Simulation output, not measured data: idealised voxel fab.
process module | voxel air gaps
cross-section cut | 175 nm wide | cells 5 nm
A cross-section is a grid of square cells, given in bands from the top down. A band is one or more rows of cells.
Each band's line starts with the height of the band's top and of its bottom, in nm. Then come its materials from left to right, each with its width in nm. One material with "throughout" fills the band from edge to edge. "air" is empty space.
Height 0 is the level under which the wafer as received is all one material. The lowest band goes on downwards, as in "0 down".
A width such as "30 to 40" changes by the same amount from each row of cells to the next, from the band's top row to its bottom row.
"no change" after a step means that no cell of the cross-section changed.
closed voids: empty space of 8 cells or more with no open way to the top, each as width x height at its distance from the left edge, in nm
after a step's settings: what the simulator itself notes on the step
overlay nm, on a step with a mask: how far to the right of its planned place the mask lay; to the left if negative
plan
1 op RECEIVE | material Si
2 op CONFORMAL_DEP | material SiO2 | thk nm 10
3 op CONFORMAL_DEP | material SiN | thk nm 5
4 op DIRECTIONAL_DEP | material SiO2 | thk nm 35
5 op DIRECTIONAL_DEP | material aC | thk nm 15
6 op PATTERN | tone open | mask id LINES | material resist | width nm 15 | pitch nm 50 | thk nm 30 | overlay nm 0
7 op DIRECTIONAL_ETCH | etch materials aC | depth nm 15
8 op STRIP | etch materials resist
9 op DIRECTIONAL_ETCH | etch materials SiO2 | depth nm 35
10 op STRIP | etch materials aC
11 op CONFORMAL_DEP | material TiN | thk nm 5
12 op FILL_DEP | material Cu | thk nm 5
13 op CMP | height nm 50
14 op EPI | material Ru | thk nm 10
15 op SELECTIVE_ETCH | etch materials SiO2 | depth nm 45
16 op CONFORMAL_DEP | material SiN | thk nm 5
varied across the wafers: width nm of step 6. The plan shows the first wafer's value. All wafers start alike
first wafer as received, after step 1
  0 down: Si throughout
  closed voids: none
each wafer at the end: cells of each material gained (+) or lost (-) since it was received, then its closed voids
width nm 15 | +18 Cu | +42 Ru | +148 SiN | +70 SiO2 | +45 TiN | closed voids: none
width nm 20 | +36 Cu | +48 Ru | +148 SiN | +70 SiO2 | +48 TiN | closed voids: 20 x 25 at 55; 20 x 25 at 105
width nm 25 | +54 Cu | +54 Ru | +140 SiN | +70 SiO2 | +51 TiN | closed voids: 15 x 25 at 55; 15 x 25 at 105
width nm 30 | +72 Cu | +60 Ru | +96 SiN | +126 SiO2 | +54 TiN | closed voids: none
width nm 35 | +90 Cu | +62 Ru | +96 SiN | +112 SiO2 | +57 TiN | closed voids: none
